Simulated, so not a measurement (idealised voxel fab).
This is a process module. Its name is voxel gate over fins.
Cross-section cut spans 210 nm and uses square cells 5 nm in size.
Cross-section layout: square cells on a grid; listed as bands, top to bottom; a band spans one or more cell rows.
This entry defines a band. It first specifies the height of the band's top and the height of its bottom in nm, and then specifies the band's materials from left to right, stating each material with its width in nm. The word "all across" identifies a single material that fills the band from edge to edge, while the word "empty" identifies empty space.
Zero point of the height axis is 0; under it, received wafer = one material. Lowest band: continues down indefinitely, "0 down".
A width such as "30..40" changes by the same amount from each row of cells to the next, from the band's top row to its bottom row.
The cross-section has no changed cell in any step marked "nothing got changed".
What "Closed void register" gives you is every empty space of 8 cells or more that is cut off from the top. Each appears as width x height at distance, with the distance taken from the left edge and width, height and distance all in nm.
The remark found on a step's line after its settings is issued by the simulator itself and pertains to that step.
On any step carrying a mask, the "overlay nm" setting, if present on the step's line, tells how far right of its planned place the mask lay; negative values point to the left.
Set out below are the planned steps of the process:
1 RECEIVE [material Si]
2 CONFORMAL_DEP [material SiN] [thk nm 10]
3 PATTERN [tone cover] [mask id FINS] [material resist] [width nm 15] [pitch nm 45] [thk nm 15] [overlay nm 0]
4 DIRECTIONAL_ETCH [etch materials SiN] [depth nm 10]
5 DIRECTIONAL_ETCH [etch materials Si] [depth nm 40]
6 STRIP [etch materials resist]
7 OXIDIZE [depth nm 5]
8 FILL_DEP [material SiO2] [thk nm 5]
9 CMP [height nm 10]
10 SELECTIVE_ETCH [etch materials SiO2] [depth nm 20]
11 STRIP [etch materials SiN]
12 CONFORMAL_DEP [material HfO2] [thk nm 5]
13 CONFORMAL_DEP [material TiN] [thk nm 5]
14 FILL_DEP [material W] [thk nm 10]
15 CMP [height nm 15]
16 CONFORMAL_DEP [material SiCN] [thk nm 10]
Incoming wafer, cross-sectional view, post step 1:
	0 down  Si all across
	Closed void register: none
End-of-module cross-section. Starting structure and process plan as above; one mistake made in running it:
	25 to 15  SiCN all across
	15 to 10  W all across
	10 to 5  W (40)  TiN (35)  W (10)  TiN (35)  W (10)  TiN (35)  W (45)
	5 to 0  W (40)  TiN (5)  HfO2 (25)  TiN (5)  W (10)  TiN (5)  HfO2 (25)  TiN (5)  W (10)  TiN (5)  HfO2 (25)  TiN (5)  W (45)
	0 to -5  TiN (45)  HfO2 (5)  Si (15)  HfO2 (5)  TiN (20)  HfO2 (5)  Si (15)  HfO2 (5)  TiN (20)  HfO2 (5)  Si (15)  HfO2 (5)  TiN (50)
	-5 to -10  HfO2 (50)  Si (15)  HfO2 (30)  Si (15)  HfO2 (30)  Si (15)  HfO2 (55)
	-10 to -45  SiO2 (50)  Si (15)  SiO2 (30)  Si (15)  SiO2 (30)  Si (15)  SiO2 (55)
	-45 down  Si all across
	Closed void register: none
Run error: step 3 ran differently from the plan; actual operation with settings: PATTERN [tone cover] [mask id FINS] [material resist] [width nm 25] [pitch nm 45] [thk nm 15] [overlay nm 0]
